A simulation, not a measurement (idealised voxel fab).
process module | voxel transistor to metal
cross-section cut | 190 nm wide | cells 5 nm
A cross-section is a grid of square cells, given in bands from the top down. A band is one or more rows of cells.
Each band's line starts with the height of the band's top and of its bottom, in nm. Then come its materials from left to right, each with its width in nm. One material with "throughout" fills the band from edge to edge. "air" is empty space.
Height 0 is the level under which the wafer as received is all one material. The lowest band goes on downwards, as in "0 down".
A width such as "30 to 40" changes by the same amount from each row of cells to the next, from the band's top row to its bottom row.
"no change" after a step means that no cell of the cross-section changed.
closed voids: empty space of 8 cells or more with no open way to the top, each as width x height at its distance from the left edge, in nm
after a step's settings: what the simulator itself notes on the step
overlay nm, on a step with a mask: how far to the right of its planned place the mask lay; to the left if negative
plan
1 op RECEIVE | material Si
2 op CONFORMAL_DEP | material SiO2 | thk nm 5
3 op CONFORMAL_DEP | material SiN | thk nm 15
4 op PATTERN | tone cover | mask id ACTIVE | material resist | width nm 115 | thk nm 20 | overlay nm 0
5 op DIRECTIONAL_ETCH | etch materials SiN | depth nm 15
6 op DIRECTIONAL_ETCH | etch materials SiO2 | depth nm 5
7 op DIRECTIONAL_ETCH | etch materials Si | depth nm 35
8 op STRIP | etch materials resist
9 op FILL_DEP | material SiO2 | thk nm 10
10 op CMP | height nm 20
11 op SELECTIVE_ETCH | etch materials SiO2 | depth nm 15
12 op STRIP | etch materials SiN
13 op SELECTIVE_ETCH | etch materials SiO2 | depth nm 5
14 op OXIDIZE | depth nm 5
15 op DIRECTIONAL_DEP | material polySi | thk nm 25
16 op DIRECTIONAL_DEP | material SiCN | thk nm 15
17 op DIRECTIONAL_DEP | material aC | thk nm 15
18 op PATTERN | tone cover | mask id GATE | material resist | width nm 25 | thk nm 30 | overlay nm 0
19 op DIRECTIONAL_ETCH | etch materials aC | depth nm 15
20 op STRIP | etch materials resist
21 op DIRECTIONAL_ETCH | etch materials SiCN | depth nm 25
22 op DIRECTIONAL_ETCH | etch materials polySi | depth nm 35
23 op STRIP | etch materials aC
24 op CONFORMAL_DEP | material SiO2 | thk nm 5
25 op DIRECTIONAL_ETCH | etch materials SiO2 | depth nm 5
26 op CONFORMAL_DEP | material SiN | thk nm 10
27 op DIRECTIONAL_ETCH | etch materials SiN | depth nm 10
28 op DIRECTIONAL_ETCH | etch materials SiO2 | depth nm 5
29 op EPI | material nSi | thk nm 5
30 op FILL_DEP | material SiO2 | thk nm 10
31 op CMP | height nm 40
32 op DIRECTIONAL_DEP | material SiO2 | thk nm 10
33 op DIRECTIONAL_DEP | material aC | thk nm 10
34 op PATTERN | tone open | mask id CONTACT | material resist | width nm 20 | pitch nm 75 | thk nm 25 | overlay nm 0
35 op DIRECTIONAL_ETCH | etch materials aC | depth nm 10
36 op STRIP | etch materials resist
37 op DIRECTIONAL_ETCH | etch materials SiO2 | depth nm 50
38 op STRIP | etch materials aC
39 op CONFORMAL_DEP | material TiN | thk nm 5
40 op FILL_DEP | material Ru | thk nm 5
41 op CMP | height nm 50
42 op DIRECTIONAL_DEP | material TiN | thk nm 5
43 op DIRECTIONAL_DEP | material W | thk nm 20
44 op MASKED_ETCH | tone cover | mask id METAL_1 | width nm 20 | pitch nm 75 | etch materials W | depth nm 20 | overlay nm 0
45 op MASKED_ETCH | tone cover | mask id METAL_1 | width nm 20 | pitch nm 75 | etch materials TiN | depth nm 5 | overlay nm 0
46 op FILL_DEP | material SiO2 | thk nm 5
47 op CMP | height nm 75
48 op CONFORMAL_DEP | material SiCN | thk nm 5
49 op DIRECTIONAL_DEP | material lowk | thk nm 35
50 op MASKED_ETCH | tone open | mask id METAL_2 | width nm 20 | pitch nm 75 | etch materials lowk | depth nm 20 | overlay nm 0
51 op PATTERN | tone open | mask id METAL_2_HOLES | material resist | width nm 15 | pitch nm 75 | thk nm 15 | overlay nm 0
52 op DIRECTIONAL_ETCH | etch materials lowk | depth nm 15
53 op DIRECTIONAL_ETCH | etch materials SiCN | depth nm 5
54 op STRIP | etch materials resist
55 op CONFORMAL_DEP | material TiN | thk nm 5
56 op FILL_DEP | material Ru | thk nm 10
57 op CMP | height nm 115
58 op CONFORMAL_DEP | material SiCN | thk nm 5
as received, after step 1
  0 down: Si throughout
  closed voids: none
first wafer at the end, as planned
  120 to 115: SiCN throughout
  115 to 100: lowk 45 | TiN 5 | Ru 10 | TiN 5 | lowk 55 | TiN 5 | Ru 10 | TiN 5 | lowk 50
  100 to 95: lowk 45 | TiN 5 | Ru 5 | TiN 10 | lowk 55 | TiN 5 | Ru 5 | TiN 10 | lowk 50
  95 to 80: lowk 45 | TiN 5 | Ru 5 | TiN 5 | lowk 60 | TiN 5 | Ru 5 | TiN 5 | lowk 55
  80 to 75: SiCN 45 | TiN 15 | SiCN 60 | TiN 15 | SiCN 55
  75 to 55: SiO2 45 | W 20 | SiO2 55 | W 20 | SiO2 50
  55 to 50: SiO2 45 | TiN 20 | SiO2 55 | TiN 20 | SiO2 50
  50 to 40: SiO2 45 | TiN 5 | Ru 10 | TiN 5 | SiO2 55 | TiN 5 | Ru 10 | TiN 5 | SiO2 50
  40 to 25: SiO2 45 | TiN 5 | Ru 10 | TiN 5 | SiN 10 | SiO2 5 | SiCN 25 | SiO2 5 | SiN 10 | TiN 5 | Ru 10 | TiN 5 | SiO2 50
  25 to 5: SiO2 45 | TiN 5 | Ru 10 | TiN 5 | SiN 10 | SiO2 5 | polySi 25 | SiO2 5 | SiN 10 | TiN 5 | Ru 10 | TiN 5 | SiO2 50
  5 to 0: SiO2 45 | TiN 20 | SiN 10 | SiO2 5 | polySi 25 | SiO2 5 | SiN 10 | TiN 20 | SiO2 50
  0 to -5: SiO2 30 | nSi 35 | SiO2 55 | nSi 35 | SiO2 35
  -5 to -35: SiO2 35 | Si 115 | SiO2 40
  -35 down: Si throughout
  closed voids: none
second wafer at the end: like start, like plan, one mistake
  120 to 115: SiCN throughout
  115 to 105: Ru throughout
  105 to 100: TiN 50 | Ru 10 | TiN 65 | Ru 10 | TiN 55
  100 to 95: lowk 45 | TiN 20 | lowk 55 | TiN 20 | lowk 50
  95 to 80: lowk 60 | TiN 5 | lowk 70 | TiN 5 | lowk 50
  80 to 75: SiCN 60 | TiN 5 | SiCN 70 | TiN 5 | SiCN 50
  75 to 55: SiO2 45 | W 20 | SiO2 55 | W 20 | SiO2 50
  55 to 50: SiO2 45 | TiN 20 | SiO2 55 | TiN 20 | SiO2 50
  50 to 40: SiO2 45 | TiN 5 | Ru 10 | TiN 5 | SiO2 55 | TiN 5 | Ru 10 | TiN 5 | SiO2 50
  40 to 25: SiO2 45 | TiN 5 | Ru 10 | TiN 5 | SiN 10 | SiO2 5 | SiCN 25 | SiO2 5 | SiN 10 | TiN 5 | Ru 10 | TiN 5 | SiO2 50
  25 to 5: SiO2 45 | TiN 5 | Ru 10 | TiN 5 | SiN 10 | SiO2 5 | polySi 25 | SiO2 5 | SiN 10 | TiN 5 | Ru 10 | TiN 5 | SiO2 50
  5 to 0: SiO2 45 | TiN 20 | SiN 10 | SiO2 5 | polySi 25 | SiO2 5 | SiN 10 | TiN 20 | SiO2 50
  0 to -5: SiO2 30 | nSi 35 | SiO2 55 | nSi 35 | SiO2 35
  -5 to -35: SiO2 35 | Si 115 | SiO2 40
  -35 down: Si throughout
  closed voids: none
what went wrong: step 51 ran as: op PATTERN | tone cover | mask id METAL_2_HOLES | material resist | width nm 15 | pitch nm 75 | thk nm 15 | overlay nm 0
at the end the second wafer has, in cells: 60 more of Ru | 4 more of SiCN | 14 more of TiN | 78 fewer of lowk
